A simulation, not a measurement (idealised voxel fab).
process module | voxel air gaps
cross-section cut | 210 nm wide | cells 5 nm
A cross-section is a grid of square cells, given in bands from the top down. A band is one or more rows of cells.
Each band's line starts with the height of the band's top and of its bottom, in nm. Then come its materials from left to right, each with its width in nm. One material with "throughout" fills the band from edge to edge. "air" is empty space.
Height 0 is the level under which the wafer as received is all one material. The lowest band goes on downwards, as in "0 down".
A width such as "30 to 40" changes by the same amount from each row of cells to the next, from the band's top row to its bottom row.
"no change" after a step means that no cell of the cross-section changed.
closed voids: empty space of 8 cells or more with no open way to the top, each as width x height at its distance from the left edge, in nm
after a step's settings: what the simulator itself notes on the step
overlay nm, on a step with a mask: how far to the right of its planned place the mask lay; to the left if negative
plan
1 op RECEIVE | material Si
2 op CONFORMAL_DEP | material SiO2 | thk nm 10
3 op CONFORMAL_DEP | material SiN | thk nm 5
4 op DIRECTIONAL_DEP | material lowk | thk nm 35
5 op DIRECTIONAL_DEP | material aC | thk nm 15
6 op PATTERN | tone open | mask id LINES | material resist | width nm 15 | pitch nm 45 | thk nm 30 | overlay nm 0
7 op DIRECTIONAL_ETCH | etch materials aC | depth nm 15
8 op STRIP | etch materials resist
9 op DIRECTIONAL_ETCH | etch materials lowk | depth nm 35
10 op STRIP | etch materials aC
11 op CONFORMAL_DEP | material TiN | thk nm 5
12 op FILL_DEP | material Ru | thk nm 5
13 op CMP | height nm 50
14 op EPI | material Ru | thk nm 10
15 op SELECTIVE_ETCH | etch materials lowk | depth nm 45
16 op CONFORMAL_DEP | material SiCN | thk nm 5
as received, after step 1
  0 down: Si throughout
  closed voids: none
first wafer at the end, as planned
  65 to 60: air 15 | SiCN 180 | air 15
  60 to 50: air 15 | SiCN 5 | Ru 35 | SiCN 10 | Ru 35 | SiCN 10 | Ru 35 | SiCN 10 | Ru 35 | SiCN 5 | air 15
  50 to 45: air 15 | SiCN 15 | TiN 5 | Ru 5 | TiN 5 | SiCN 30 | TiN 5 | Ru 5 | TiN 5 | SiCN 30 | TiN 5 | Ru 5 | TiN 5 | SiCN 30 | TiN 5 | Ru 5 | TiN 5 | SiCN 15 | air 15
  45 to 20: air 25 | SiCN 5 | TiN 5 | Ru 5 | TiN 5 | SiCN 5 | air 20 | SiCN 5 | TiN 5 | Ru 5 | TiN 5 | SiCN 5 | air 20 | SiCN 5 | TiN 5 | Ru 5 | TiN 5 | SiCN 5 | air 20 | SiCN 5 | TiN 5 | Ru 5 | TiN 5 | SiCN 5 | air 25
  20 to 15: SiCN 30 | TiN 15 | SiCN 30 | TiN 15 | SiCN 30 | TiN 15 | SiCN 30 | TiN 15 | SiCN 30
  15 to 10: SiN throughout
  10 to 0: SiO2 throughout
  0 down: Si throughout
  closed voids: 20 x 25 at 50; 20 x 25 at 95; 20 x 25 at 140
second wafer at the end: like start, like plan, one mistake
  65 to 60: SiCN throughout
  60 to 50: Ru throughout
  50 to 45: TiN 35 | Ru 5 | TiN 40 | Ru 5 | TiN 40 | Ru 5 | TiN 40 | Ru 5 | TiN 35
  45 to 15: lowk 30 | TiN 5 | Ru 5 | TiN 5 | lowk 30 | TiN 5 | Ru 5 | TiN 5 | lowk 30 | TiN 5 | Ru 5 | TiN 5 | lowk 30 | TiN 5 | Ru 5 | TiN 5 | lowk 30
  15 to 10: lowk 30 | TiN 15 | lowk 30 | TiN 15 | lowk 30 | TiN 15 | lowk 30 | TiN 15 | lowk 30
  10 to 0: SiO2 throughout
  0 down: Si throughout
  closed voids: none
what went wrong: step 3 was left out
at the end the second wafer has, in cells: 32 more of Ru | 104 fewer of SiCN | 42 fewer of SiN | 38 more of TiN | 210 more of lowk
closed voids at the end (first wafer, second wafer): 3, 0
